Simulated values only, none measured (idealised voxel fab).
Title: Process Module voxel tone inversion
In the cross-section labelled cut, the width is 175 nm and each square cell is 5 nm.
How to read a cross-section here: the picture is a grid of square cells, written as bands going from the top down, and any band can span one or more rows of cells.
The band entry comprises the height of the band's top followed by the height of its bottom, expressed in nm, and subsequently the band's materials from left to right, each stated together with its width in nm. Where a single material is marked with the word "throughout", that material fills the band from edge to edge. The word "blank" represents empty space.
Beneath 0, the wafer as received is one material, and that level is where height counting begins. The lowest band goes on downward without a bottom; it is written like "0 -> down".
Note: "30..40" means the width goes from the first number (top row of the band) to the second number (bottom row) in equal steps per row of cells.
A step reported as "no alteration" is a step in which no cell of the cross-section changed.
For the entry "Listed closed voids", the listed items are empty spaces with no open way to the top whose size is 8 cells or more; each item follows the pattern width x height at distance, where distance is from the left edge and all three are in nm.
On a step's line, text after the settings is the simulator commenting on that step.
A step's line can hold "overlay nm"; with a mask on that step, the setting says how far right of the planned place the mask lay, while a negative setting says it lay to the left.

**Planned step list for the process**
1) RECEIVE (material Si)
2) CONFORMAL_DEP (material SiN; thk nm 5)
3) DIRECTIONAL_DEP (material aC; thk nm 20)
4) PATTERN (tone cover; mask id POSTS; material resist; width nm 25; pitch nm 40; thk nm 25; overlay nm 0)
5) DIRECTIONAL_ETCH (etch materials aC; depth nm 20)
6) STRIP (etch materials resist)
7) FILL_DEP (material SiO2; thk nm 10)
8) CMP (height nm 25)
9) STRIP (etch materials aC)
10) CONFORMAL_DEP (material TiN; thk nm 5)
11) FILL_DEP (material Cu; thk nm 5)
12) CMP (height nm 25)
13) CONFORMAL_DEP (material SiN; thk nm 5)

**Wafer cross-section on receipt, i.e. after step 1**
  0 -> down | Si throughout
  Listed closed voids: none

**End state of the module in cross-section, given the above starting point and plan and one mistake in execution**
  30 -> 25 | SiN throughout
  25 -> 20 | SiO2 throughout
  20 -> 0 | SiO2 15 | aC 25 | SiO2 15 | aC 25 | SiO2 15 | aC 25 | SiO2 15 | aC 25 | SiO2 15
  0 -> down | Si throughout
  Listed closed voids: none
In executing the process, a mistake was made relative to the plan: plan step 2 never ran because it was skipped
